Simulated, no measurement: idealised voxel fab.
This is a process module. Its name is voxel gate over fins.
145 nm wide, 5 nm square cells: that's cross-section cut.
Reading order for cross-sections: top band down to bottom band. Underlying form: a grid of square cells. Band size: one or more rows of cells. The entry gives the band's vertical extent as a top height and a bottom height in nm, then its horizontal make-up as materials from left to right, each with a width in nm. "air" stands for empty space; a single material marked "all across" fills the band edge to edge. The reference from which all heights are counted is 0, the level beneath which the as-received wafer is entirely one material; the lowest band, having no lower bound, proceeds downward and is written after the example "0..down". So if you see something like "30 to 40" for the width, read it as the top row of the band sitting at the first number and the bottom row at the second, with every row in between moving by the same amount as the last. "no change", as given for a step, is the statement that not any cell of the cross-section underwent a change during that step. Entry "Sealed-off cavities" = empty spaces >= 8 cells with no open way to the top; each as width x height at distance, distance from left edge, all nm. Heads up: the bit after the settings on a step's line is the simulator's remark on that step. overlay nm: right-of-plan distance of the mask on a masked step; negative values mean left-of-plan.

BELOW IS THE LIST OF PLANNED PROCESS STEPS
| 1 | RECEIVE,material Si |
| 2 | CONFORMAL_DEP,material SiN,thk nm 10 |
| 3 | DIRECTIONAL_DEP,material aC,thk nm 15 |
| 4 | PATTERN,tone cover,mask id FINS,material resist,width nm 15,pitch nm 40,thk nm 35,overlay nm 0 |
| 5 | DIRECTIONAL_ETCH,etch materials aC,depth nm 15 |
| 6 | STRIP,etch materials resist |
| 7 | DIRECTIONAL_ETCH,etch materials SiN,depth nm 10 |
| 8 | DIRECTIONAL_ETCH,etch materials Si,depth nm 30 |
| 9 | STRIP,etch materials aC |
| 10 | OXIDIZE,depth nm 5 |
| 11 | FILL_DEP,material SiO2,thk nm 10 |
| 12 | CMP,height nm 10 |
| 13 | SELECTIVE_ETCH,etch materials SiO2,depth nm 25 |
| 14 | STRIP,etch materials SiN |
| 15 | CONFORMAL_DEP,material HfO2,thk nm 5 |
| 16 | CONFORMAL_DEP,material TiN,thk nm 5 |
| 17 | FILL_DEP,material W,thk nm 10 |
| 18 | CMP,height nm 15 |
| 19 | CONFORMAL_DEP,material SiN,thk nm 5 |

THE FIRST OF TWO WAFERS, RUN AS PLANNED

WAFER CROSS-SECTION ON RECEIPT, I.E. AFTER STEP 1
0..down = Si all across
Sealed-off cavities: none

ONCE STEP 2 IS THROUGH, THE WAFER LOOKS LIKE THIS IN CROSS-SECTION
10..0 = SiN all across
Anything lower than 0 is untouched.

ONCE STEP 3 IS THROUGH, THE WAFER LOOKS LIKE THIS IN CROSS-SECTION
25..10 = aC all across
Anything lower than 10 is untouched.

ONCE STEP 4 IS THROUGH, THE WAFER LOOKS LIKE THIS IN CROSS-SECTION
60..25 = 25 of air, then 15 of resist, then 25 of air, then 15 of resist, then 25 of air, then 15 of resist, then 25 of air
Anything lower than 25 is untouched.

ONCE STEP 5 IS THROUGH, THE WAFER LOOKS LIKE THIS IN CROSS-SECTION
45..25 = 25 of air, then 15 of resist, then 25 of air, then 15 of resist, then 25 of air, then 15 of resist, then 25 of air
25..10 = 25 of air, then 15 of aC, then 25 of air, then 15 of aC, then 25 of air, then 15 of aC, then 25 of air
Anything lower than 10 is untouched.

ONCE STEP 6 IS THROUGH, THE WAFER LOOKS LIKE THIS IN CROSS-SECTION
25..10 = 25 of air, then 15 of aC, then 25 of air, then 15 of aC, then 25 of air, then 15 of aC, then 25 of air
Anything lower than 10 is untouched.

ONCE STEP 7 IS THROUGH, THE WAFER LOOKS LIKE THIS IN CROSS-SECTION
25..10 = 25 of air, then 15 of aC, then 25 of air, then 15 of aC, then 25 of air, then 15 of aC, then 25 of air
10..0 = 25 of air, then 15 of SiN, then 25 of air, then 15 of SiN, then 25 of air, then 15 of SiN, then 25 of air
Anything lower than 0 is untouched.

ONCE STEP 8 IS THROUGH, THE WAFER LOOKS LIKE THIS IN CROSS-SECTION
25..10 = 25 of air, then 15 of aC, then 25 of air, then 15 of aC, then 25 of air, then 15 of aC, then 25 of air
10..0 = 25 of air, then 15 of SiN, then 25 of air, then 15 of SiN, then 25 of air, then 15 of SiN, then 25 of air
0..-30 = 25 of air, then 15 of Si, then 25 of air, then 15 of Si, then 25 of air, then 15 of Si, then 25 of air
Anything lower than -30 is untouched.

ONCE STEP 9 IS THROUGH, THE WAFER LOOKS LIKE THIS IN CROSS-SECTION
10..0 = 25 of air, then 15 of SiN, then 25 of air, then 15 of SiN, then 25 of air, then 15 of SiN, then 25 of air
Anything lower than 0 is untouched.

ONCE STEP 10 IS THROUGH, THE WAFER LOOKS LIKE THIS IN CROSS-SECTION
10..0 = 25 of air, then 15 of SiN, then 25 of air, then 15 of SiN, then 25 of air, then 15 of SiN, then 25 of air
0..-30 = 25 of air, then 5 of SiO2, then 5 of Si, then 5 of SiO2, then 25 of air, then 5 of SiO2, then 5 of Si, then 5 of SiO2, then 25 of air, then 5 of SiO2, then 5 of Si, then 5 of SiO2, then 25 of air
-30..-35 = 30 of SiO2, then 5 of Si, then 35 of SiO2, then 5 of Si, then 35 of SiO2, then 5 of Si, then 30 of SiO2
Anything lower than -35 is untouched.

ONCE STEP 11 IS THROUGH, THE WAFER LOOKS LIKE THIS IN CROSS-SECTION
20..10 = SiO2 all across
10..0 = 25 of SiO2, then 15 of SiN, then 25 of SiO2, then 15 of SiN, then 25 of SiO2, then 15 of SiN, then 25 of SiO2
0..-35 = 30 of SiO2, then 5 of Si, then 35 of SiO2, then 5 of Si, then 35 of SiO2, then 5 of Si, then 30 of SiO2
Anything lower than -35 is untouched.

ONCE STEP 12 IS THROUGH, THE WAFER LOOKS LIKE THIS IN CROSS-SECTION
10..0 = 25 of SiO2, then 15 of SiN, then 25 of SiO2, then 15 of SiN, then 25 of SiO2, then 15 of SiN, then 25 of SiO2
Anything lower than 0 is untouched.

ONCE STEP 13 IS THROUGH, THE WAFER LOOKS LIKE THIS IN CROSS-SECTION
10..0 = 25 of air, then 15 of SiN, then 25 of air, then 15 of SiN, then 25 of air, then 15 of SiN, then 25 of air
0..-15 = 30 of air, then 5 of Si, then 35 of air, then 5 of Si, then 35 of air, then 5 of Si, then 30 of air
Anything lower than -15 is untouched.

ONCE STEP 14 IS THROUGH, THE WAFER LOOKS LIKE THIS IN CROSS-SECTION
0..-15 = 30 of air, then 5 of Si, then 35 of air, then 5 of Si, then 35 of air, then 5 of Si, then 30 of air
Anything lower than -15 is untouched.

ONCE STEP 15 IS THROUGH, THE WAFER LOOKS LIKE THIS IN CROSS-SECTION
5..0 = 25 of air, then 15 of HfO2, then 25 of air, then 15 of HfO2, then 25 of air, then 15 of HfO2, then 25 of air
0..-10 = 25 of air, then 5 of HfO2, then 5 of Si, then 5 of HfO2, then 25 of air, then 5 of HfO2, then 5 of Si, then 5 of HfO2, then 25 of air, then 5 of HfO2, then 5 of Si, then 5 of HfO2, then 25 of air
-10..-15 = 30 of HfO2, then 5 of Si, then 35 of HfO2, then 5 of Si, then 35 of HfO2, then 5 of Si, then 30 of HfO2
Anything lower than -15 is untouched.

ONCE STEP 16 IS THROUGH, THE WAFER LOOKS LIKE THIS IN CROSS-SECTION
10..5 = 20 of air, then 25 of TiN, then 15 of air, then 25 of TiN, then 15 of air, then 25 of TiN, then 20 of air
5..0 = 20 of air, then 5 of TiN, then 15 of HfO2, then 5 of TiN, then 15 of air, then 5 of TiN, then 15 of HfO2, then 5 of TiN, then 15 of air, then 5 of TiN, then 15 of HfO2, then 5 of TiN, then 20 of air
0..-5 = 20 of air, then 5 of TiN, then 5 of HfO2, then 5 of Si, then 5 of HfO2, then 5 of TiN, then 15 of air, then 5 of TiN, then 5 of HfO2, then 5 of Si, then 5 of HfO2, then 5 of TiN, then 15 of air, then 5 of TiN, then 5 of HfO2, then 5 of Si, then 5 of HfO2, then 5 of TiN, then 20 of air
-5..-10 = 25 of TiN, then 5 of HfO2, then 5 of Si, then 5 of HfO2, then 25 of TiN, then 5 of HfO2, then 5 of Si, then 5 of HfO2, then 25 of TiN, then 5 of HfO2, then 5 of Si, then 5 of HfO2, then 25 of TiN
Anything lower than -10 is untouched.

ONCE STEP 17 IS THROUGH, THE WAFER LOOKS LIKE THIS IN CROSS-SECTION
20..10 = W all across
10..5 = 20 of W, then 25 of TiN, then 15 of W, then 25 of TiN, then 15 of W, then 25 of TiN, then 20 of W
5..0 = 20 of W, then 5 of TiN, then 15 of HfO2, then 5 of TiN, then 15 of W, then 5 of TiN, then 15 of HfO2, then 5 of TiN, then 15 of W, then 5 of TiN, then 15 of HfO2, then 5 of TiN, then 20 of W
0..-5 = 20 of W, then 5 of TiN, then 5 of HfO2, then 5 of Si, then 5 of HfO2, then 5 of TiN, then 15 of W, then 5 of TiN, then 5 of HfO2, then 5 of Si, then 5 of HfO2, then 5 of TiN, then 15 of W, then 5 of TiN, then 5 of HfO2, then 5 of Si, then 5 of HfO2, then 5 of TiN, then 20 of W
Anything lower than -5 is untouched.

ONCE STEP 18 IS THROUGH, THE WAFER LOOKS LIKE THIS IN CROSS-SECTION
15..10 = W all across
Anything lower than 10 is untouched.

ONCE STEP 19 IS THROUGH, THE WAFER LOOKS LIKE THIS IN CROSS-SECTION
20..15 = SiN all across
Anything lower than 15 is untouched.

THE SECOND WAFER BEGAN EXACTLY AS THE FIRST DID AND FOLLOWED THE SAME PLAN, BUT ONE MISTAKE WAS MADE WHILE RUNNING IT; THROUGH STEP 3 INCLUSIVE, THE TWO WAFERS ARE IDENTICAL

SECOND WAFER: CROSS-SECTION AT THE SCHEDULED END OF STEP 4
60..25 = 25 of resist, then 15 of air, then 25 of resist, then 15 of air, then 25 of resist, then 15 of air, then 25 of resist
Anything lower than 25 is untouched.

SECOND WAFER: CROSS-SECTION AT THE SCHEDULED END OF STEP 5
45..25 = 25 of resist, then 15 of air, then 25 of resist, then 15 of air, then 25 of resist, then 15 of air, then 25 of resist
25..10 = 25 of aC, then 15 of air, then 25 of aC, then 15 of air, then 25 of aC, then 15 of air, then 25 of aC
Anything lower than 10 is untouched.

SECOND WAFER: CROSS-SECTION AT THE SCHEDULED END OF STEP 6
25..10 = 25 of aC, then 15 of air, then 25 of aC, then 15 of air, then 25 of aC, then 15 of air, then 25 of aC
Anything lower than 10 is untouched.

SECOND WAFER: CROSS-SECTION AT THE SCHEDULED END OF STEP 7
25..10 = 25 of aC, then 15 of air, then 25 of aC, then 15 of air, then 25 of aC, then 15 of air, then 25 of aC
10..0 = 25 of SiN, then 15 of air, then 25 of SiN, then 15 of air, then 25 of SiN, then 15 of air, then 25 of SiN
Anything lower than 0 is untouched.

SECOND WAFER: CROSS-SECTION AT THE SCHEDULED END OF STEP 8
25..10 = 25 of aC, then 15 of air, then 25 of aC, then 15 of air, then 25 of aC, then 15 of air, then 25 of aC
10..0 = 25 of SiN, then 15 of air, then 25 of SiN, then 15 of air, then 25 of SiN, then 15 of air, then 25 of SiN
0..-30 = 25 of Si, then 15 of air, then 25 of Si, then 15 of air, then 25 of Si, then 15 of air, then 25 of Si
Anything lower than -30 is untouched.

SECOND WAFER: CROSS-SECTION AT THE SCHEDULED END OF STEP 9
10..0 = 25 of SiN, then 15 of air, then 25 of SiN, then 15 of air, then 25 of SiN, then 15 of air, then 25 of SiN
Anything lower than 0 is untouched.

SECOND WAFER: CROSS-SECTION AT THE SCHEDULED END OF STEP 10
10..0 = 25 of SiN, then 15 of air, then 25 of SiN, then 15 of air, then 25 of SiN, then 15 of air, then 25 of SiN
0..-30 = 20 of Si, then 5 of SiO2, then 15 of air, then 5 of SiO2, then 15 of Si, then 5 of SiO2, then 15 of air, then 5 of SiO2, then 15 of Si, then 5 of SiO2, then 15 of air, then 5 of SiO2, then 20 of Si
-30..-35 = 20 of Si, then 25 of SiO2, then 15 of Si, then 25 of SiO2, then 15 of Si, then 25 of SiO2, then 20 of Si
Anything lower than -35 is untouched.

SECOND WAFER: CROSS-SECTION AT THE SCHEDULED END OF STEP 11
20..10 = SiO2 all across
10..0 = 25 of SiN, then 15 of SiO2, then 25 of SiN, then 15 of SiO2, then 25 of SiN, then 15 of SiO2, then 25 of SiN
0..-35 = 20 of Si, then 25 of SiO2, then 15 of Si, then 25 of SiO2, then 15 of Si, then 25 of SiO2, then 20 of Si
Anything lower than -35 is untouched.

SECOND WAFER: CROSS-SECTION AT THE SCHEDULED END OF STEP 12
10..0 = 25 of SiN, then 15 of SiO2, then 25 of SiN, then 15 of SiO2, then 25 of SiN, then 15 of SiO2, then 25 of SiN
Anything lower than 0 is untouched.

SECOND WAFER: CROSS-SECTION AT THE SCHEDULED END OF STEP 13
10..0 = 25 of SiN, then 15 of air, then 25 of SiN, then 15 of air, then 25 of SiN, then 15 of air, then 25 of SiN
0..-15 = 20 of Si, then 25 of air, then 15 of Si, then 25 of air, then 15 of Si, then 25 of air, then 20 of Si
Anything lower than -15 is untouched.

SECOND WAFER: CROSS-SECTION AT THE SCHEDULED END OF STEP 14
0..-15 = 20 of Si, then 25 of air, then 15 of Si, then 25 of air, then 15 of Si, then 25 of air, then 20 of Si
Anything lower than -15 is untouched.

SECOND WAFER: CROSS-SECTION AT THE SCHEDULED END OF STEP 15
5..0 = 25 of HfO2, then 15 of air, then 25 of HfO2, then 15 of air, then 25 of HfO2, then 15 of air, then 25 of HfO2
0..-10 = 20 of Si, then 5 of HfO2, then 15 of air, then 5 of HfO2, then 15 of Si, then 5 of HfO2, then 15 of air, then 5 of HfO2, then 15 of Si, then 5 of HfO2, then 15 of air, then 5 of HfO2, then 20 of Si
-10..-15 = 20 of Si, then 25 of HfO2, then 15 of Si, then 25 of HfO2, then 15 of Si, then 25 of HfO2, then 20 of Si
Anything lower than -15 is untouched.

SECOND WAFER: CROSS-SECTION AT THE SCHEDULED END OF STEP 16
10..5 = 30 of TiN, then 5 of air, then 35 of TiN, then 5 of air, then 35 of TiN, then 5 of air, then 30 of TiN
5..0 = 25 of HfO2, then 5 of TiN, then 5 of air, then 5 of TiN, then 25 of HfO2, then 5 of TiN, then 5 of air, then 5 of TiN, then 25 of HfO2, then 5 of TiN, then 5 of air, then 5 of TiN, then 25 of HfO2
0..-5 = 20 of Si, then 5 of HfO2, then 5 of TiN, then 5 of air, then 5 of TiN, then 5 of HfO2, then 15 of Si, then 5 of HfO2, then 5 of TiN, then 5 of air, then 5 of TiN, then 5 of HfO2, then 15 of Si, then 5 of HfO2, then 5 of TiN, then 5 of air, then 5 of TiN, then 5 of HfO2, then 20 of Si
-5..-10 = 20 of Si, then 5 of HfO2, then 15 of TiN, then 5 of HfO2, then 15 of Si, then 5 of HfO2, then 15 of TiN, then 5 of HfO2, then 15 of Si, then 5 of HfO2, then 15 of TiN, then 5 of HfO2, then 20 of Si
Anything lower than -10 is untouched.

SECOND WAFER: CROSS-SECTION AT THE SCHEDULED END OF STEP 17
20..10 = W all across
10..5 = 30 of TiN, then 5 of W, then 35 of TiN, then 5 of W, then 35 of TiN, then 5 of W, then 30 of TiN
5..0 = 25 of HfO2, then 5 of TiN, then 5 of W, then 5 of TiN, then 25 of HfO2, then 5 of TiN, then 5 of W, then 5 of TiN, then 25 of HfO2, then 5 of TiN, then 5 of W, then 5 of TiN, then 25 of HfO2
0..-5 = 20 of Si, then 5 of HfO2, then 5 of TiN, then 5 of W, then 5 of TiN, then 5 of HfO2, then 15 of Si, then 5 of HfO2, then 5 of TiN, then 5 of W, then 5 of TiN, then 5 of HfO2, then 15 of Si, then 5 of HfO2, then 5 of TiN, then 5 of W, then 5 of TiN, then 5 of HfO2, then 20 of Si
Anything lower than -5 is untouched.

SECOND WAFER: CROSS-SECTION AT THE SCHEDULED END OF STEP 18
15..10 = W all across
Anything lower than 10 is untouched.

SECOND WAFER: CROSS-SECTION AT THE SCHEDULED END OF STEP 19
20..15 = SiN all across
Anything lower than 15 is untouched.
What was the processing mistake? the process deviated at step 4: the operation and settings actually run there were PATTERN,tone open,mask id FINS,material resist,width nm 15,pitch nm 40,thk nm 35,overlay nm 0
FYI, end of process, the second wafer has more or fewer cells of some materials than the first: Si +77 | SiO2 -44 | W -33
